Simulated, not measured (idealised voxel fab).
process module | voxel quadruple lines
cross-section cut | 280 nm wide | cells 5 nm
A cross-section is a grid of square cells, given in bands from the top down. A band is one or more rows of cells.
Each band's line starts with the height of the band's top and of its bottom, in nm. Then come its materials from left to right, each with its width in nm. One material with "throughout" fills the band from edge to edge. "air" is empty space.
Height 0 is the level under which the wafer as received is all one material. The lowest band goes on downwards, as in "0 down".
A width such as "30 to 40" changes by the same amount from each row of cells to the next, from the band's top row to its bottom row.
"no change" after a step means that no cell of the cross-section changed.
closed voids: empty space of 8 cells or more with no open way to the top, each as width x height at its distance from the left edge, in nm
after a step's settings: what the simulator itself notes on the step
overlay nm, on a step with a mask: how far to the right of its planned place the mask lay; to the left if negative
plan
1 op RECEIVE | material Si
2 op CONFORMAL_DEP | material SiO2 | thk nm 5
3 op DIRECTIONAL_DEP | material W | thk nm 10
4 op DIRECTIONAL_DEP | material polySi | thk nm 15
5 op DIRECTIONAL_DEP | material aC | thk nm 25
6 op PATTERN | tone cover | mask id MANDREL | material resist | width nm 30 | thk nm 35 | overlay nm 0
7 op DIRECTIONAL_ETCH | etch materials aC | depth nm 25
8 op STRIP | etch materials resist
9 op CONFORMAL_DEP | material SiO2 | thk nm 10
10 op DIRECTIONAL_ETCH | etch materials SiO2 | depth nm 10
11 op STRIP | etch materials aC
12 op DIRECTIONAL_ETCH | etch materials polySi | depth nm 15
13 op STRIP | etch materials SiO2
14 op CONFORMAL_DEP | material SiN | thk nm 10
15 op DIRECTIONAL_ETCH | etch materials SiN | depth nm 10
16 op STRIP | etch materials polySi
17 op DIRECTIONAL_ETCH | etch materials W | depth nm 10
18 op STRIP | etch materials SiN
as received, after step 1
  0 down: Si throughout
  closed voids: none
a wafer at the end: this start, this plan, one mistake
  15 to 5: air 95 | W 10 | air 10 | W 10 | air 10 | W 10 | air 10 | W 10 | air 115
  5 to 0: SiO2 throughout
  0 down: Si throughout
  closed voids: none
what went wrong: step 6 ran as: op PATTERN | tone cover | mask id MANDREL | material resist | width nm 30 | thk nm 35 | overlay nm -10
